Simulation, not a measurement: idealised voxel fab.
This section sets out a process module, namely voxel transistor to metal.
Xsec cut, 150 nm wide, square cell size 5 nm.
How to read a cross-section here: the picture is a grid of square cells, written as bands going from the top down, and any band can span one or more rows of cells. A band entry consists of two parts. The first gives the height of the band's top and the height of its bottom, in nm. The rest lists the band's materials from left to right, each with its width in nm. A single material labelled with the word "full width" fills the band from edge to edge, and the word "blank" marks empty space. It should be noted that heights are counted from 0, beneath which the wafer as supplied is of one material throughout, and that the lowest band possesses no lower boundary but continues downward, as written in "top 0, no bottom". You'd read "30 to 40" like this: the band's top row of cells is as wide as the first number, its bottom row is as wide as the second, and going down, every row changes width by the same amount as the row before did. A step reported as "nothing altered" is a step in which no cell of the cross-section changed. Entry "Enclosed void listing" = empty spaces >= 8 cells with no open way to the top; each as width x height at distance, distance from left edge, all nm. Text after the settings on a step's line: the simulator's own remark on that step. Regarding "overlay nm": on a step with a mask, it is the distance the mask lay to the right of its planned place; a negative value places it to the left.
### This section lists the process steps that were planned
1 RECEIVE with material Si
2 OXIDIZE with depth nm 5
3 CONFORMAL_DEP with material SiN, thk nm 10
4 PATTERN with tone cover, mask id ACTIVE, material resist, width nm 120, thk nm 15, overlay nm 0
5 DIRECTIONAL_ETCH with etch materials SiN, depth nm 10
6 DIRECTIONAL_ETCH with etch materials SiO2, depth nm 5
7 DIRECTIONAL_ETCH with etch materials Si, depth nm 35
8 STRIP with etch materials resist
9 FILL_DEP with material SiO2, thk nm 10
10 CMP with height nm 10
11 SELECTIVE_ETCH with etch materials SiO2, depth nm 10
12 STRIP with etch materials SiN
13 SELECTIVE_ETCH with etch materials SiO2, depth nm 5
14 OXIDIZE with depth nm 5
15 DIRECTIONAL_DEP with material polySi, thk nm 20
16 DIRECTIONAL_DEP with material SiCN, thk nm 15
17 MASKED_ETCH with tone cover, mask id GATE, width nm 30, etch materials SiCN, depth nm 25, overlay nm 0
18 MASKED_ETCH with tone cover, mask id GATE, width nm 30, etch materials polySi, depth nm 30, overlay nm 0
19 CONFORMAL_DEP with material SiO2, thk nm 5
20 DIRECTIONAL_ETCH with etch materials SiO2, depth nm 5
21 CONFORMAL_DEP with material SiN, thk nm 10
22 DIRECTIONAL_ETCH with etch materials SiN, depth nm 10
23 DIRECTIONAL_ETCH with etch materials SiO2, depth nm 5
24 DIRECTIONAL_ETCH with etch materials Si, depth nm 5
25 EPI with material nSi, thk nm 5
26 FILL_DEP with material SiO2, thk nm 5
27 CMP with height nm 15
28 STRIP with etch materials polySi
29 SELECTIVE_ETCH with etch materials SiO2, depth nm 5
30 CONFORMAL_DEP with material HfO2, thk nm 5
31 CONFORMAL_DEP with material TiN, thk nm 5
32 FILL_DEP with material W, thk nm 5
33 CMP with height nm 10
34 DIRECTIONAL_DEP with material SiO2, thk nm 15
35 PATTERN with tone open, mask id CONTACT, material resist, width nm 20, pitch nm 90, thk nm 15, overlay nm 0
36 DIRECTIONAL_ETCH with etch materials SiO2, depth nm 35
37 STRIP with etch materials resist
38 CONFORMAL_DEP with material TiN, thk nm 5
39 FILL_DEP with material W, thk nm 10
40 CMP with height nm 25
41 CONFORMAL_DEP with material SiCN, thk nm 5
42 DIRECTIONAL_DEP with material lowk, thk nm 25
43 MASKED_ETCH with tone open, mask id METAL_1, width nm 20, pitch nm 90, etch materials lowk, depth nm 25, overlay nm 0
44 MASKED_ETCH with tone open, mask id METAL_1, width nm 20, pitch nm 90, etch materials SiCN, depth nm 5, overlay nm 0
45 CONFORMAL_DEP with material TiN, thk nm 5
46 FILL_DEP with material Cu, thk nm 10
47 CMP with height nm 55
48 CONFORMAL_DEP with material SiCN, thk nm 5
49 DIRECTIONAL_DEP with material lowk, thk nm 25
50 DIRECTIONAL_DEP with material aC, thk nm 10
51 PATTERN with tone open, mask id METAL_2, material resist, width nm 20, pitch nm 90, thk nm 30, overlay nm 0
52 DIRECTIONAL_ETCH with etch materials aC, depth nm 10
53 STRIP with etch materials resist
54 DIRECTIONAL_ETCH with etch materials lowk, depth nm 15
55 STRIP with etch materials aC
56 DIRECTIONAL_DEP with material aC, thk nm 15
57 PATTERN with tone open, mask id METAL_2_HOLES, material resist, width nm 15, pitch nm 90, thk nm 30, overlay nm 0
58 DIRECTIONAL_ETCH with etch materials aC, depth nm 15
59 STRIP with etch materials resist
60 DIRECTIONAL_ETCH with etch materials lowk, depth nm 10
61 DIRECTIONAL_ETCH with etch materials SiCN, depth nm 5
62 STRIP with etch materials aC
63 CONFORMAL_DEP with material TiN, thk nm 5
64 FILL_DEP with material Ru, thk nm 10
65 CMP with height nm 85
66 CONFORMAL_DEP with material SiN, thk nm 5
### Step 1 complete: cross-section of the wafer as received
	top 0, no bottom: Si full width
	Enclosed void listing: none
### Figure: cross-sectional view of the wafer upon completion of the module, processed from the initial state and according to the plan depicted above, with one error introduced during execution
	top 90, bottom 85: SiN full width
	top 85, bottom 75: 20 nm lowk, then 5 nm TiN, then 10 nm Ru, then 5 nm TiN, then 70 nm lowk, then 5 nm TiN, then 10 nm Ru, then 5 nm TiN, then 20 nm lowk
	top 75, bottom 70: 20 nm lowk, then 5 nm TiN, then 5 nm Ru, then 10 nm TiN, then 70 nm lowk, then 5 nm TiN, then 5 nm Ru, then 10 nm TiN, then 20 nm lowk
	top 70, bottom 60: 20 nm lowk, then 5 nm TiN, then 5 nm Ru, then 5 nm TiN, then 75 nm lowk, then 5 nm TiN, then 5 nm Ru, then 5 nm TiN, then 25 nm lowk
	top 60, bottom 55: 20 nm SiCN, then 15 nm TiN, then 75 nm SiCN, then 15 nm TiN, then 25 nm SiCN
	top 55, bottom 30: 20 nm lowk, then 5 nm TiN, then 10 nm Cu, then 5 nm TiN, then 70 nm lowk, then 5 nm TiN, then 10 nm Cu, then 5 nm TiN, then 20 nm lowk
	top 30, bottom 25: 20 nm SiCN, then 20 nm TiN, then 70 nm SiCN, then 20 nm TiN, then 20 nm SiCN
	top 25, bottom 10: 20 nm SiO2, then 5 nm TiN, then 10 nm W, then 5 nm TiN, then 70 nm SiO2, then 5 nm TiN, then 10 nm W, then 5 nm TiN, then 20 nm SiO2
	top 10, bottom -5: 20 nm SiO2, then 5 nm TiN, then 10 nm W, then 5 nm TiN, then 5 nm SiO2, then 10 nm SiN, then 5 nm TiN, then 30 nm W, then 5 nm TiN, then 10 nm SiN, then 5 nm SiO2, then 5 nm TiN, then 10 nm W, then 5 nm TiN, then 20 nm SiO2
	top -5, bottom -10: 20 nm SiO2, then 20 nm TiN, then 5 nm nSi, then 10 nm SiO2, then 40 nm TiN, then 10 nm SiO2, then 5 nm nSi, then 20 nm TiN, then 20 nm SiO2
	top -10, bottom -15: 15 nm SiO2, then 30 nm nSi, then 60 nm Si, then 30 nm nSi, then 15 nm SiO2
	top -15, bottom -40: 15 nm SiO2, then 120 nm Si, then 15 nm SiO2
	top -40, no bottom: Si full width
	Enclosed void listing: none
Short version of what went wrong: step 30 of the plan never got run, it was skipped over
